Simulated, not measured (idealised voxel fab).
process module | voxel transistor to metal
cross-section cut | 180 nm wide | cells 5 nm
A cross-section is a grid of square cells, given in bands from the top down. A band is one or more rows of cells.
Each band's line starts with the height of the band's top and of its bottom, in nm. Then come its materials from left to right, each with its width in nm. One material with "throughout" fills the band from edge to edge. "air" is empty space.
Height 0 is the level under which the wafer as received is all one material. The lowest band goes on downwards, as in "0 down".
A width such as "30 to 40" changes by the same amount from each row of cells to the next, from the band's top row to its bottom row.
"no change" after a step means that no cell of the cross-section changed.
closed voids: empty space of 8 cells or more with no open way to the top, each as width x height at its distance from the left edge, in nm
after a step's settings: what the simulator itself notes on the step
overlay nm, on a step with a mask: how far to the right of its planned place the mask lay; to the left if negative
plan
1 op RECEIVE | material Si
2 op CONFORMAL_DEP | material SiO2 | thk nm 5
3 op CONFORMAL_DEP | material SiN | thk nm 10
4 op MASKED_ETCH | tone cover | mask id ACTIVE | width nm 110 | etch materials SiN | depth nm 10 | overlay nm 0
5 op MASKED_ETCH | tone cover | mask id ACTIVE | width nm 110 | etch materials SiO2 | depth nm 5 | overlay nm 0
6 op MASKED_ETCH | tone cover | mask id ACTIVE | width nm 110 | etch materials Si | depth nm 30 | overlay nm 0
7 op OXIDIZE | depth nm 5
8 op FILL_DEP | material SiO2 | thk nm 5
9 op CMP | height nm 15
10 op SELECTIVE_ETCH | etch materials SiO2 | depth nm 10
11 op STRIP | etch materials SiN
12 op SELECTIVE_ETCH | etch materials SiO2 | depth nm 5
13 op OXIDIZE | depth nm 5
14 op DIRECTIONAL_DEP | material polySi | thk nm 20
15 op DIRECTIONAL_DEP | material SiCN | thk nm 10
16 op PATTERN | tone cover | mask id GATE | material resist | width nm 30 | thk nm 15 | overlay nm 0
17 op DIRECTIONAL_ETCH | etch materials SiCN | depth nm 20
18 op DIRECTIONAL_ETCH | etch materials polySi | depth nm 30
19 op STRIP | etch materials resist
20 op CONFORMAL_DEP | material SiN | thk nm 10
21 op DIRECTIONAL_ETCH | etch materials SiN | depth nm 10
22 op DIRECTIONAL_ETCH | etch materials SiO2 | depth nm 5
23 op EPI | material pSi | thk nm 5
24 op FILL_DEP | material SiO2 | thk nm 10
25 op CMP | height nm 20
26 op STRIP | etch materials polySi
27 op SELECTIVE_ETCH | etch materials SiO2 | depth nm 5
28 op CONFORMAL_DEP | material HfO2 | thk nm 5
29 op CONFORMAL_DEP | material TiN | thk nm 5
30 op FILL_DEP | material W | thk nm 10
31 op CMP | height nm 15
32 op DIRECTIONAL_DEP | material SiO2 | thk nm 10
33 op MASKED_ETCH | tone open | mask id CONTACT | width nm 20 | pitch nm 80 | etch materials SiO2 | depth nm 25 | overlay nm 0
34 op CONFORMAL_DEP | material TiN | thk nm 5
35 op FILL_DEP | material Ru | thk nm 5
36 op CMP | height nm 25
37 op CONFORMAL_DEP | material SiN | thk nm 5
38 op DIRECTIONAL_DEP | material lowk | thk nm 20
39 op DIRECTIONAL_DEP | material aC | thk nm 15
40 op PATTERN | tone open | mask id METAL_1 | material resist | width nm 20 | pitch nm 80 | thk nm 30 | overlay nm 0
41 op DIRECTIONAL_ETCH | etch materials aC | depth nm 15
42 op STRIP | etch materials resist
43 op DIRECTIONAL_ETCH | etch materials lowk | depth nm 20
44 op DIRECTIONAL_ETCH | etch materials SiN | depth nm 5
45 op STRIP | etch materials aC
46 op CONFORMAL_DEP | material TiN | thk nm 5
47 op FILL_DEP | material Cu | thk nm 5
48 op CMP | height nm 50
49 op CONFORMAL_DEP | material SiCN | thk nm 5
50 op DIRECTIONAL_DEP | material SiO2 | thk nm 30
51 op MASKED_ETCH | tone open | mask id METAL_2_HOLES | width nm 15 | pitch nm 80 | etch materials SiO2 | depth nm 30 | overlay nm 0
52 op MASKED_ETCH | tone open | mask id METAL_2 | width nm 20 | pitch nm 80 | etch materials SiO2 | depth nm 20 | overlay nm 0
53 op MASKED_ETCH | tone open | mask id METAL_2 | width nm 20 | pitch nm 80 | etch materials SiCN | depth nm 5 | overlay nm 0
54 op CONFORMAL_DEP | material TiN | thk nm 5
55 op FILL_DEP | material Ru | thk nm 10
56 op CMP | height nm 85
57 op CONFORMAL_DEP | material SiN | thk nm 5
as received, after step 1
  0 down: Si throughout
  closed voids: none
a wafer at the end: this start, this plan, one mistake
  90 to 85: SiN throughout
  85 to 70: SiO2 40 | TiN 5 | Ru 10 | TiN 5 | SiO2 60 | TiN 5 | Ru 10 | TiN 5 | SiO2 40
  70 to 65: SiO2 40 | TiN 5 | Ru 5 | TiN 10 | SiO2 60 | TiN 5 | Ru 5 | TiN 10 | SiO2 40
  65 to 55: SiO2 40 | TiN 5 | Ru 5 | TiN 5 | SiO2 65 | TiN 5 | Ru 5 | TiN 5 | SiO2 45
  55 to 50: SiCN 40 | TiN 15 | SiCN 65 | TiN 15 | SiCN 45
  50 to 45: SiN 40 | TiN 20 | SiN 60 | TiN 20 | SiN 40
  45 to 25: lowk throughout
  25 to 15: SiO2 40 | TiN 5 | Ru 10 | TiN 5 | SiO2 60 | TiN 5 | Ru 10 | TiN 5 | SiO2 40
  15 to 5: SiO2 40 | TiN 5 | Ru 10 | TiN 5 | SiO2 5 | SiN 10 | HfO2 5 | TiN 5 | W 10 | TiN 5 | HfO2 5 | SiN 10 | SiO2 5 | TiN 5 | Ru 10 | TiN 5 | SiO2 40
  5 to 0: SiO2 40 | TiN 20 | SiO2 5 | SiN 10 | HfO2 5 | TiN 20 | HfO2 5 | SiN 10 | SiO2 5 | TiN 20 | SiO2 40
  0 to -5: SiO2 35 | pSi 30 | SiO2 5 | HfO2 40 | SiO2 5 | pSi 30 | SiO2 35
  -5 to -35: SiO2 40 | Si 100 | SiO2 40
  -35 down: Si throughout
  closed voids: none
what went wrong: steps 37 and 38 were swapped
